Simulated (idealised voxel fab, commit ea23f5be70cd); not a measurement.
process module | voxel double patterning
We display cut, a cross-section 235 nm in width whose square cells are each 5 nm.
The cross-sections in this document take the form of a grid made of square cells. They are written out as bands, in order from top to bottom. Each band consists of one or more rows of cells.
In this notation a band is specified by the heights of its top and bottom, in that order and in nm, after which its materials appear from left to right, each paired with its width in nm. The word "everywhere" attached to a single material means that material fills the band from edge to edge; the word "empty" stands for empty space.
Counting heights begins at 0, where everything beneath is, in the wafer as received, one material. The lowest band has no bottom; it goes on downwards, as "0 nm and below" shows.
Width "30->40": first value at the band's top row of cells, second value at its bottom row, equal change from row to row.
"nothing changed" for a step: no cell of the cross-section changed in that step.
What "Closed void register" gives you is every empty space of 8 cells or more that is cut off from the top. Each appears as width x height at distance, with the distance taken from the left edge and width, height and distance all in nm.
It should be noted that, on the line of a given step, the content following the step's settings is a remark produced by the simulator itself with respect to that step.
The line of a step may include "overlay nm". On a step with a mask, this value is how far to the right of its planned place the mask lay. A negative value means the mask lay to the left.
Plan
| 1 | RECEIVE with material Si |
| 2 | CONFORMAL_DEP with material SiN, thk nm 5 |
| 3 | DIRECTIONAL_DEP with material SiO2, thk nm 15 |
| 4 | DIRECTIONAL_DEP with material SiCN, thk nm 10 |
| 5 | PATTERN with tone open, mask id FIRST, material resist, width nm 15, pitch nm 50, thk nm 15, overlay nm 0 |
| 6 | DIRECTIONAL_ETCH with etch materials SiCN, depth nm 10 |
| 7 | STRIP with etch materials resist |
| 8 | MASKED_ETCH with tone open, mask id SECOND, width nm 15, etch materials SiCN, depth nm 10, overlay nm 0 |
| 9 | DIRECTIONAL_ETCH with etch materials SiO2, depth nm 15 |
| 10 | STRIP with etch materials SiCN |
Wafer as received: cross-section following step 1
- 0 nm and below: Si everywhere
- Closed void register: none
End-of-module XS, first of two wafers, run as planned
- 20 nm to 5 nm: SiO2: 85 / empty: 15 / SiO2: 10 / empty: 15 / SiO2: 10 / empty: 15 / SiO2: 85
- 5 nm to 0 nm: SiN everywhere
- 0 nm and below: Si everywhere
- Closed void register: none
Wafer two cross-section, module end. Start and plan unchanged from wafer one; one mistake made during the run
- 35 nm to 20 nm: SiO2: 85 / empty: 15 / SiO2: 10 / empty: 15 / SiO2: 10 / empty: 15 / SiO2: 85
- 20 nm to 5 nm: SiO2 everywhere
- 5 nm to 0 nm: SiN everywhere
- 0 nm and below: Si everywhere
- Closed void register: none
Short version of what went wrong: step 3, plan: ran twice
The final cell counts differ between the wafers, with the second having more or fewer of some materials than the first: 141 more of SiO2
